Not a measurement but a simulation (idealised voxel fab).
You're looking at the process module voxel wiring stack.
Section shown: cut. Width: 270 nm. Cell size: 5 nm, square.
A cross-section is written here as square cells arranged in a grid, and it is given in bands from the top down, each band taking up one or more rows of cells.
What a band's entry tells you: where the top is and where the bottom is, as heights in nm, and after that what lies inside, material by material from left to right, each with its width in nm. Empty space is written as the word "empty", and a single material marked with the word "full width" occupies the band from edge to edge.
Heights are reckoned from 0. Under this level, the received wafer is all of one material. The bottommost band is open-ended downward, for example "top 0, no bottom".
Width: "30 to 40" (first number = top row, second number = bottom row, same change from row to row of cells).
"remained the same" for a step: no cell of the cross-section changed in that step.
Look at "Fully closed voids" for the closed voids: empty spaces with no open path to the top, sized 8 cells or up. Each is width x height at distance, distance from the left edge, all nm.
Post-settings text on a step line: simulator's own remark regarding the step.
Among the settings permitted on a step's line is "overlay nm"; applied to a step with a mask, it specifies the extent to which the mask lay to the right of its planned position, whereas a negative figure signifies a position to the left.
## The process steps that were planned are listed below
1: RECEIVE, material Si
2: CONFORMAL_DEP, material SiO2, thk nm 15
3: CONFORMAL_DEP, material SiN, thk nm 5
4: DIRECTIONAL_DEP, material SiO2, thk nm 20
5: DIRECTIONAL_DEP, material aC, thk nm 10
6: PATTERN, tone open, mask id METAL_1, material resist, width nm 30, pitch nm 55, thk nm 30, overlay nm 0
7: DIRECTIONAL_ETCH, etch materials aC, depth nm 10
8: STRIP, etch materials resist
9: DIRECTIONAL_ETCH, etch materials SiO2, depth nm 20
10: DIRECTIONAL_ETCH, etch materials SiN, depth nm 5
11: STRIP, etch materials aC
12: CONFORMAL_DEP, material TiN, thk nm 5
13: FILL_DEP, material Cu, thk nm 10
14: CMP, height nm 40
15: CONFORMAL_DEP, material SiCN, thk nm 5
16: DIRECTIONAL_DEP, material lowk, thk nm 25
17: PATTERN, tone open, mask id METAL_2, material resist, width nm 30, pitch nm 55, thk nm 15, overlay nm 0
18: DIRECTIONAL_ETCH, etch materials lowk, depth nm 15
19: STRIP, etch materials resist
20: PATTERN, tone open, mask id METAL_2_HOLES, material resist, width nm 15, pitch nm 110, thk nm 15, overlay nm 0
21: DIRECTIONAL_ETCH, etch materials lowk, depth nm 10
22: DIRECTIONAL_ETCH, etch materials SiCN, depth nm 5
23: STRIP, etch materials resist
24: CONFORMAL_DEP, material TiN, thk nm 5
25: FILL_DEP, material Ru, thk nm 10
26: CMP, height nm 70
27: CONFORMAL_DEP, material SiN, thk nm 5
## First of two wafers, processed according to plan
## So this is the incoming wafer in cross-section - it's already been through step 1
	top 0, no bottom = Si full width
	Fully closed voids: none
## The wafer in cross-section once step 2 is complete
	top 15, bottom 0 = SiO2 full width
	Everything below 0 is unchanged.
## The wafer in cross-section once step 3 is complete
	top 20, bottom 15 = SiN full width
	Everything below 15 is unchanged.
## The wafer in cross-section once step 4 is complete
	top 40, bottom 20 = SiO2 full width
	Everything below 20 is unchanged.
## The wafer in cross-section once step 5 is complete
	top 50, bottom 40 = aC full width
	Everything below 40 is unchanged.
## The wafer in cross-section once step 6 is complete
	top 80, bottom 50 = 65 resist / 30 empty / 25 resist / 30 empty / 25 resist / 30 empty / 65 resist
	Everything below 50 is unchanged.
## The wafer in cross-section once step 7 is complete
	top 70, bottom 50 = 65 resist / 30 empty / 25 resist / 30 empty / 25 resist / 30 empty / 65 resist
	top 50, bottom 40 = 65 aC / 30 empty / 25 aC / 30 empty / 25 aC / 30 empty / 65 aC
	Everything below 40 is unchanged.
## The wafer in cross-section once step 8 is complete
	top 50, bottom 40 = 65 aC / 30 empty / 25 aC / 30 empty / 25 aC / 30 empty / 65 aC
	Everything below 40 is unchanged.
## The wafer in cross-section once step 9 is complete
	top 50, bottom 40 = 65 aC / 30 empty / 25 aC / 30 empty / 25 aC / 30 empty / 65 aC
	top 40, bottom 20 = 65 SiO2 / 30 empty / 25 SiO2 / 30 empty / 25 SiO2 / 30 empty / 65 SiO2
	Everything below 20 is unchanged.
## The wafer in cross-section once step 10 is complete
	top 50, bottom 40 = 65 aC / 30 empty / 25 aC / 30 empty / 25 aC / 30 empty / 65 aC
	top 40, bottom 20 = 65 SiO2 / 30 empty / 25 SiO2 / 30 empty / 25 SiO2 / 30 empty / 65 SiO2
	top 20, bottom 15 = 65 SiN / 30 empty / 25 SiN / 30 empty / 25 SiN / 30 empty / 65 SiN
	Everything below 15 is unchanged.
## The wafer in cross-section once step 11 is complete
	top 40, bottom 20 = 65 SiO2 / 30 empty / 25 SiO2 / 30 empty / 25 SiO2 / 30 empty / 65 SiO2
	Everything below 20 is unchanged.
## The wafer in cross-section once step 12 is complete
	top 45, bottom 40 = 70 TiN / 20 empty / 35 TiN / 20 empty / 35 TiN / 20 empty / 70 TiN
	top 40, bottom 20 = 65 SiO2 / 5 TiN / 20 empty / 5 TiN / 25 SiO2 / 5 TiN / 20 empty / 5 TiN / 25 SiO2 / 5 TiN / 20 empty / 5 TiN / 65 SiO2
	top 20, bottom 15 = 65 SiN / 30 TiN / 25 SiN / 30 TiN / 25 SiN / 30 TiN / 65 SiN
	Everything below 15 is unchanged.
## The wafer in cross-section once step 13 is complete
	top 55, bottom 45 = Cu full width
	top 45, bottom 40 = 70 TiN / 20 Cu / 35 TiN / 20 Cu / 35 TiN / 20 Cu / 70 TiN
	top 40, bottom 20 = 65 SiO2 / 5 TiN / 20 Cu / 5 TiN / 25 SiO2 / 5 TiN / 20 Cu / 5 TiN / 25 SiO2 / 5 TiN / 20 Cu / 5 TiN / 65 SiO2
	Everything below 20 is unchanged.
## The wafer in cross-section once step 14 is complete
	top 40, bottom 20 = 65 SiO2 / 5 TiN / 20 Cu / 5 TiN / 25 SiO2 / 5 TiN / 20 Cu / 5 TiN / 25 SiO2 / 5 TiN / 20 Cu / 5 TiN / 65 SiO2
	Everything below 20 is unchanged.
## The wafer in cross-section once step 15 is complete
	top 45, bottom 40 = SiCN full width
	Everything below 40 is unchanged.
## The wafer in cross-section once step 16 is complete
	top 70, bottom 45 = lowk full width
	Everything below 45 is unchanged.
## The wafer in cross-section once step 17 is complete
	top 85, bottom 70 = 65 resist / 30 empty / 25 resist / 30 empty / 25 resist / 30 empty / 65 resist
	Everything below 70 is unchanged.
## The wafer in cross-section once step 18 is complete
	top 85, bottom 70 = 65 resist / 30 empty / 25 resist / 30 empty / 25 resist / 30 empty / 65 resist
	top 70, bottom 55 = 65 lowk / 30 empty / 25 lowk / 30 empty / 25 lowk / 30 empty / 65 lowk
	Everything below 55 is unchanged.
## The wafer in cross-section once step 19 is complete
	top 70, bottom 55 = 65 lowk / 30 empty / 25 lowk / 30 empty / 25 lowk / 30 empty / 65 lowk
	Everything below 55 is unchanged.
## The wafer in cross-section once step 20 is complete
	top 85, bottom 70 = 65 resist / 15 empty / 95 resist / 15 empty / 80 resist
	top 70, bottom 55 = 65 lowk / 15 empty / 15 resist / 25 lowk / 30 resist / 25 lowk / 15 empty / 15 resist / 65 lowk
	Everything below 55 is unchanged.
## The wafer in cross-section once step 21 is complete
	top 85, bottom 70 = 65 resist / 15 empty / 95 resist / 15 empty / 80 resist
	top 70, bottom 55 = 65 lowk / 15 empty / 15 resist / 25 lowk / 30 resist / 25 lowk / 15 empty / 15 resist / 65 lowk
	top 55, bottom 45 = 65 lowk / 15 empty / 95 lowk / 15 empty / 80 lowk
	Everything below 45 is unchanged.
## The wafer in cross-section once step 22 is complete
	top 85, bottom 70 = 65 resist / 15 empty / 95 resist / 15 empty / 80 resist
	top 70, bottom 55 = 65 lowk / 15 empty / 15 resist / 25 lowk / 30 resist / 25 lowk / 15 empty / 15 resist / 65 lowk
	top 55, bottom 45 = 65 lowk / 15 empty / 95 lowk / 15 empty / 80 lowk
	top 45, bottom 40 = 65 SiCN / 15 empty / 95 SiCN / 15 empty / 80 SiCN
	Everything below 40 is unchanged.
## The wafer in cross-section once step 23 is complete
	top 70, bottom 55 = 65 lowk / 30 empty / 25 lowk / 30 empty / 25 lowk / 30 empty / 65 lowk
	Everything below 55 is unchanged.
## The wafer in cross-section once step 24 is complete
	top 75, bottom 70 = 70 TiN / 20 empty / 35 TiN / 20 empty / 35 TiN / 20 empty / 70 TiN
	top 70, bottom 60 = 65 lowk / 5 TiN / 20 empty / 5 TiN / 25 lowk / 5 TiN / 20 empty / 5 TiN / 25 lowk / 5 TiN / 20 empty / 5 TiN / 65 lowk
	top 60, bottom 55 = 65 lowk / 5 TiN / 5 empty / 20 TiN / 25 lowk / 30 TiN / 25 lowk / 5 TiN / 5 empty / 20 TiN / 65 lowk
	top 55, bottom 45 = 65 lowk / 5 TiN / 5 empty / 5 TiN / 95 lowk / 5 TiN / 5 empty / 5 TiN / 80 lowk
	top 45, bottom 40 = 65 SiCN / 15 TiN / 95 SiCN / 15 TiN / 80 SiCN
	Everything below 40 is unchanged.
## The wafer in cross-section once step 25 is complete
	top 85, bottom 75 = Ru full width
	top 75, bottom 70 = 70 TiN / 20 Ru / 35 TiN / 20 Ru / 35 TiN / 20 Ru / 70 TiN
	top 70, bottom 60 = 65 lowk / 5 TiN / 20 Ru / 5 TiN / 25 lowk / 5 TiN / 20 Ru / 5 TiN / 25 lowk / 5 TiN / 20 Ru / 5 TiN / 65 lowk
	top 60, bottom 55 = 65 lowk / 5 TiN / 5 Ru / 20 TiN / 25 lowk / 30 TiN / 25 lowk / 5 TiN / 5 Ru / 20 TiN / 65 lowk
	top 55, bottom 45 = 65 lowk / 5 TiN / 5 Ru / 5 TiN / 95 lowk / 5 TiN / 5 Ru / 5 TiN / 80 lowk
	Everything below 45 is unchanged.
## The wafer in cross-section once step 26 is complete
	top 70, bottom 60 = 65 lowk / 5 TiN / 20 Ru / 5 TiN / 25 lowk / 5 TiN / 20 Ru / 5 TiN / 25 lowk / 5 TiN / 20 Ru / 5 TiN / 65 lowk
	Everything below 60 is unchanged.
## The wafer in cross-section once step 27 is complete
	top 75, bottom 70 = SiN full width
	Everything below 70 is unchanged.
## The second wafer was prepared from the same starting point and under the same plan as the first; its processing contained one mistake, and it remains indistinguishable from the first wafer up to and including step 20
## At the planned end of step 21, the second wafer in cross-section
	top 85, bottom 70 = 65 resist / 15 empty / 95 resist / 15 empty / 80 resist
	top 70, bottom 55 = 65 lowk / 15 empty / 15 resist / 25 lowk / 30 resist / 25 lowk / 15 empty / 15 resist / 65 lowk
	top 55, bottom 50 = 65 lowk / 15 empty / 95 lowk / 15 empty / 80 lowk
	Everything below 50 is unchanged.
At the planned end of step 22, the second wafer in cross-section: remained the same
## At the planned end of step 23, the second wafer in cross-section
	top 70, bottom 55 = 65 lowk / 30 empty / 25 lowk / 30 empty / 25 lowk / 30 empty / 65 lowk
	Everything below 55 is unchanged.
## At the planned end of step 24, the second wafer in cross-section
	top 75, bottom 70 = 70 TiN / 20 empty / 35 TiN / 20 empty / 35 TiN / 20 empty / 70 TiN
	top 70, bottom 60 = 65 lowk / 5 TiN / 20 empty / 5 TiN / 25 lowk / 5 TiN / 20 empty / 5 TiN / 25 lowk / 5 TiN / 20 empty / 5 TiN / 65 lowk
	top 60, bottom 55 = 65 lowk / 5 TiN / 5 empty / 20 TiN / 25 lowk / 30 TiN / 25 lowk / 5 TiN / 5 empty / 20 TiN / 65 lowk
	top 55, bottom 50 = 65 lowk / 15 TiN / 95 lowk / 15 TiN / 80 lowk
	Everything below 50 is unchanged.
## At the planned end of step 25, the second wafer in cross-section
	top 85, bottom 75 = Ru full width
	top 75, bottom 70 = 70 TiN / 20 Ru / 35 TiN / 20 Ru / 35 TiN / 20 Ru / 70 TiN
	top 70, bottom 60 = 65 lowk / 5 TiN / 20 Ru / 5 TiN / 25 lowk / 5 TiN / 20 Ru / 5 TiN / 25 lowk / 5 TiN / 20 Ru / 5 TiN / 65 lowk
	top 60, bottom 55 = 65 lowk / 5 TiN / 5 Ru / 20 TiN / 25 lowk / 30 TiN / 25 lowk / 5 TiN / 5 Ru / 20 TiN / 65 lowk
	Everything below 55 is unchanged.
## At the planned end of step 26, the second wafer in cross-section
	top 70, bottom 60 = 65 lowk / 5 TiN / 20 Ru / 5 TiN / 25 lowk / 5 TiN / 20 Ru / 5 TiN / 25 lowk / 5 TiN / 20 Ru / 5 TiN / 65 lowk
	Everything below 60 is unchanged.
## At the planned end of step 27, the second wafer in cross-section
	top 75, bottom 70 = SiN full width
	Everything below 70 is unchanged.
It is concluded that the wafer was processed incorrectly with respect to the plan, in that so step 21 ended up running with a different setting than we planned, it ran as DIRECTIONAL_ETCH, etch materials lowk, depth nm 5
FYI, end of process, the second wafer has more or fewer cells of some materials than the first: -4 Ru, +6 SiCN, -8 TiN, +6 lowk
